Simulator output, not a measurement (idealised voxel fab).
The process module that follows is named voxel wiring stack.
Section shown: cut. Width: 235 nm. Cell size: 5 nm, square.
Cross-section format: a grid of square cells, given as bands from top to bottom; each band is one or more rows of cells. Band entry format. Leading values: height of top, height of bottom, nm. Remainder: materials in left-to-right order, each with its width in nm. Special words: "full width" on a single material, which then fills the band edge to edge; "air", empty space. It should be noted that heights are counted from 0, beneath which the wafer as supplied is of one material throughout, and that the lowest band possesses no lower boundary but continues downward, as written in "top 0, no bottom". Width "30 to 40": first value at the band's top row of cells, second value at its bottom row, equal change from row to row. "identical to before" -> step changed no cross-section cell. What "Sealed void inventory" gives you is every empty space of 8 cells or more that is cut off from the top. Each appears as width x height at distance, with the distance taken from the left edge and width, height and distance all in nm. Post-settings text on a step line: simulator's own remark regarding the step. Each step line may optionally specify "overlay nm", which for a step with a mask gives the rightward distance between the mask's planned place and where it lay, a negative value indicating the leftward direction.

Steps planned for the process:
1) RECEIVE with material Si
2) CONFORMAL_DEP with material SiO2, thk nm 10
3) CONFORMAL_DEP with material SiCN, thk nm 5
4) DIRECTIONAL_DEP with material SiO2, thk nm 25
5) MASKED_ETCH with tone open, mask id METAL_1, width nm 25, pitch nm 45, etch materials SiO2, depth nm 25, overlay nm 0
6) MASKED_ETCH with tone open, mask id METAL_1, width nm 25, pitch nm 45, etch materials SiCN, depth nm 5, overlay nm 0
7) CONFORMAL_DEP with material TiN, thk nm 5
8) FILL_DEP with material Cu, thk nm 10
9) CMP with height nm 40
10) CONFORMAL_DEP with material SiCN, thk nm 5
11) DIRECTIONAL_DEP with material lowk, thk nm 30
12) DIRECTIONAL_DEP with material aC, thk nm 10
13) PATTERN with tone open, mask id METAL_2_HOLES, material resist, width nm 15, pitch nm 90, thk nm 30, overlay nm 0
14) DIRECTIONAL_ETCH with etch materials aC, depth nm 10
15) STRIP with etch materials resist
16) DIRECTIONAL_ETCH with etch materials lowk, depth nm 30
17) STRIP with etch materials aC
18) MASKED_ETCH with tone open, mask id METAL_2, width nm 25, pitch nm 45, etch materials lowk, depth nm 20, overlay nm 0
19) MASKED_ETCH with tone open, mask id METAL_2, width nm 25, pitch nm 45, etch materials SiCN, depth nm 5, overlay nm 0
20) CONFORMAL_DEP with material TiN, thk nm 5
21) FILL_DEP with material Cu, thk nm 5
22) CMP with height nm 75
23) CONFORMAL_DEP with material SiCN, thk nm 5
24) DIRECTIONAL_DEP with material lowk, thk nm 20
25) MASKED_ETCH with tone open, mask id PLUG_2, width nm 15, pitch nm 90, etch materials lowk, depth nm 20, overlay nm 0
26) MASKED_ETCH with tone open, mask id PLUG_2, width nm 15, pitch nm 90, etch materials SiCN, depth nm 5, overlay nm 0
27) EPI with material Ru, thk nm 10
28) EPI with material Ru, thk nm 10
29) EPI with material Ru, thk nm 5
30) CONFORMAL_DEP with material SiN, thk nm 5
31) DIRECTIONAL_DEP with material lowk, thk nm 15
32) PATTERN with tone open, mask id METAL_3, material resist, width nm 25, pitch nm 45, thk nm 20, overlay nm 0
33) DIRECTIONAL_ETCH with etch materials lowk, depth nm 15
34) DIRECTIONAL_ETCH with etch materials SiN, depth nm 5
35) STRIP with etch materials resist
36) CONFORMAL_DEP with material TiN, thk nm 5
37) FILL_DEP with material Cu, thk nm 10
38) CMP with height nm 120
39) EPI with material Ru, thk nm 5
40) FILL_DEP with material SiCN, thk nm 5
41) DIRECTIONAL_DEP with material SiO2, thk nm 10
42) PATTERN with tone open, mask id PLUG_3, material resist, width nm 15, pitch nm 45, thk nm 15, overlay nm 0
43) DIRECTIONAL_ETCH with etch materials SiO2, depth nm 10
44) DIRECTIONAL_ETCH with etch materials SiCN, depth nm 5
45) STRIP with etch materials resist
46) EPI with material Ru, thk nm 10
47) EPI with material Ru, thk nm 5
48) CONFORMAL_DEP with material SiCN, thk nm 5
49) DIRECTIONAL_DEP with material SiO2, thk nm 20
50) PATTERN with tone open, mask id METAL_4, material resist, width nm 25, pitch nm 45, thk nm 15, overlay nm 0
51) DIRECTIONAL_ETCH with etch materials SiO2, depth nm 20
52) DIRECTIONAL_ETCH with etch materials SiCN, depth nm 5
53) STRIP with etch materials resist
54) CONFORMAL_DEP with material TiN, thk nm 5
55) FILL_DEP with material W, thk nm 10
56) CMP with height nm 165
57) CONFORMAL_DEP with material SiCN, thk nm 5

Here's what the wafer looked like in cross-section when it arrived - that's after step 1:
> top 0, no bottom  Si full width
> Sealed void inventory: none

This is how the wafer looks in cross-section once the module is done, given the starting state and plan above and one mistake in carrying the plan out:
> top 170, bottom 165  SiCN full width
> top 165, bottom 145  60 nm SiO2, then 5 nm TiN, then 15 nm W, then 5 nm TiN, then 20 nm SiO2, then 5 nm TiN, then 15 nm W, then 5 nm TiN, then 20 nm SiO2, then 5 nm TiN, then 15 nm W, then 5 nm TiN, then 60 nm SiO2
> top 145, bottom 140  60 nm SiCN, then 25 nm TiN, then 20 nm SiCN, then 25 nm TiN, then 20 nm SiCN, then 25 nm TiN, then 60 nm SiCN
> top 140, bottom 130  60 nm SiO2, then 15 nm Ru, then 30 nm SiO2, then 15 nm Ru, then 30 nm SiO2, then 15 nm Ru, then 70 nm SiO2
> top 130, bottom 125  60 nm SiCN, then 15 nm Ru, then 30 nm SiCN, then 15 nm Ru, then 30 nm SiCN, then 15 nm Ru, then 70 nm SiCN
> top 125, bottom 120  65 nm Ru, then 15 nm SiCN, then 30 nm Ru, then 15 nm SiCN, then 30 nm Ru, then 15 nm SiCN, then 65 nm Ru
> top 120, bottom 105  55 nm Cu, then 5 nm TiN, then 25 nm lowk, then 5 nm TiN, then 10 nm Cu, then 5 nm TiN, then 25 nm lowk, then 5 nm TiN, then 10 nm Cu, then 5 nm TiN, then 25 nm lowk, then 5 nm TiN, then 55 nm Cu
> top 105, bottom 100  60 nm TiN, then 25 nm SiN, then 20 nm TiN, then 25 nm SiN, then 20 nm TiN, then 25 nm SiN, then 60 nm TiN
> top 100, bottom 80  60 nm lowk, then 15 nm Ru, then 75 nm lowk, then 15 nm Ru, then 70 nm lowk
> top 80, bottom 75  60 nm SiCN, then 15 nm Ru, then 75 nm SiCN, then 15 nm Ru, then 70 nm SiCN
> top 75, bottom 60  60 nm lowk, then 5 nm TiN, then 15 nm Cu, then 5 nm TiN, then 20 nm lowk, then 5 nm TiN, then 15 nm Cu, then 5 nm TiN, then 20 nm lowk, then 5 nm TiN, then 15 nm Cu, then 5 nm TiN, then 60 nm lowk
> top 60, bottom 55  60 nm lowk, then 5 nm TiN, then 5 nm Cu, then 15 nm TiN, then 20 nm lowk, then 25 nm TiN, then 20 nm lowk, then 5 nm TiN, then 5 nm Cu, then 15 nm TiN, then 60 nm lowk
> top 55, bottom 45  60 nm lowk, then 5 nm TiN, then 5 nm Cu, then 5 nm TiN, then 75 nm lowk, then 5 nm TiN, then 5 nm Cu, then 5 nm TiN, then 70 nm lowk
> top 45, bottom 40  60 nm SiCN, then 15 nm TiN, then 75 nm SiCN, then 15 nm TiN, then 70 nm SiCN
> top 40, bottom 15  60 nm SiO2, then 5 nm TiN, then 15 nm Cu, then 5 nm TiN, then 20 nm SiO2, then 5 nm TiN, then 15 nm Cu, then 5 nm TiN, then 20 nm SiO2, then 5 nm TiN, then 15 nm Cu, then 5 nm TiN, then 60 nm SiO2
> top 15, bottom 10  60 nm SiCN, then 25 nm TiN, then 20 nm SiCN, then 25 nm TiN, then 20 nm SiCN, then 25 nm TiN, then 60 nm SiCN
> top 10, bottom 0  SiO2 full width
> top 0, no bottom  Si full width
> Sealed void inventory: none
Nonconformance to the process plan: heads up, step 32 didn't go per plan, it actually ran as PATTERN with tone cover, mask id METAL_3, material resist, width nm 25, pitch nm 45, thk nm 20, overlay nm 0
